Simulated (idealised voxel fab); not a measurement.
process module | voxel ribs on slabs
cross-section cut | 265 nm wide | cells 5 nm
A cross-section is a grid of square cells, given in bands from the top down. A band is one or more rows of cells.
Each band's line starts with the height of the band's top and of its bottom, in nm. Then come its materials from left to right, each with its width in nm. One material with "throughout" fills the band from edge to edge. "air" is empty space.
Height 0 is the level under which the wafer as received is all one material. The lowest band goes on downwards, as in "0 down".
A width such as "30 to 40" changes by the same amount from each row of cells to the next, from the band's top row to its bottom row.
"no change" after a step means that no cell of the cross-section changed.
closed voids: empty space of 8 cells or more with no open way to the top, each as width x height at its distance from the left edge, in nm
after a step's settings: what the simulator itself notes on the step
overlay nm, on a step with a mask: how far to the right of its planned place the mask lay; to the left if negative
plan
1 op RECEIVE | material Si
2 op DIRECTIONAL_DEP | material SiO2 | thk nm 20
3 op DIRECTIONAL_DEP | material SiN | thk nm 25
4 op DIRECTIONAL_DEP | material aC | thk nm 10
5 op PATTERN | tone cover | mask id RIB | material resist | width nm 25 | thk nm 25 | overlay nm 0
6 op DIRECTIONAL_ETCH | etch materials aC | depth nm 10
7 op STRIP | etch materials resist
8 op DIRECTIONAL_ETCH | etch materials SiN | depth nm 20
9 op STRIP | etch materials aC
10 op MASKED_ETCH | tone cover | mask id SLAB | width nm 75 | etch materials SiN | depth nm 5 | overlay nm 0
11 op FILL_DEP | material SiO2 | thk nm 15
12 op CMP | height nm 55
13 op DIRECTIONAL_DEP | material TiN | thk nm 5
14 op MASKED_ETCH | tone cover | mask id HEATER | width nm 35 | etch materials TiN | depth nm 5 | overlay nm 0
15 op CONFORMAL_DEP | material SiO2 | thk nm 5
as received, after step 1
  0 down: Si throughout
  closed voids: none
first wafer at the end, as planned
  65 to 60: air 110 | SiO2 45 | air 110
  60 to 55: SiO2 115 | TiN 35 | SiO2 115
  55 to 45: SiO2 throughout
  45 to 25: SiO2 120 | SiN 25 | SiO2 120
  25 to 20: SiO2 95 | SiN 75 | SiO2 95
  20 to 0: SiO2 throughout
  0 down: Si throughout
  closed voids: none
second wafer at the end: like start, like plan, one mistake
  65 to 60: air 110 | SiO2 45 | air 110
  60 to 55: SiO2 115 | TiN 35 | SiO2 115
  55 to 45: SiO2 throughout
  45 to 40: SiO2 95 | SiN 25 | SiO2 25 | SiN 25 | SiO2 95
  40 to 25: SiN 120 | SiO2 25 | SiN 120
  25 to 20: SiN throughout
  20 to 0: SiO2 throughout
  0 down: Si throughout
  closed voids: none
what went wrong: step 5 ran as: op PATTERN | tone open | mask id RIB | material resist | width nm 25 | thk nm 25 | overlay nm 0
at the end the second wafer has, in cells: 172 more of SiN | 172 fewer of SiO2
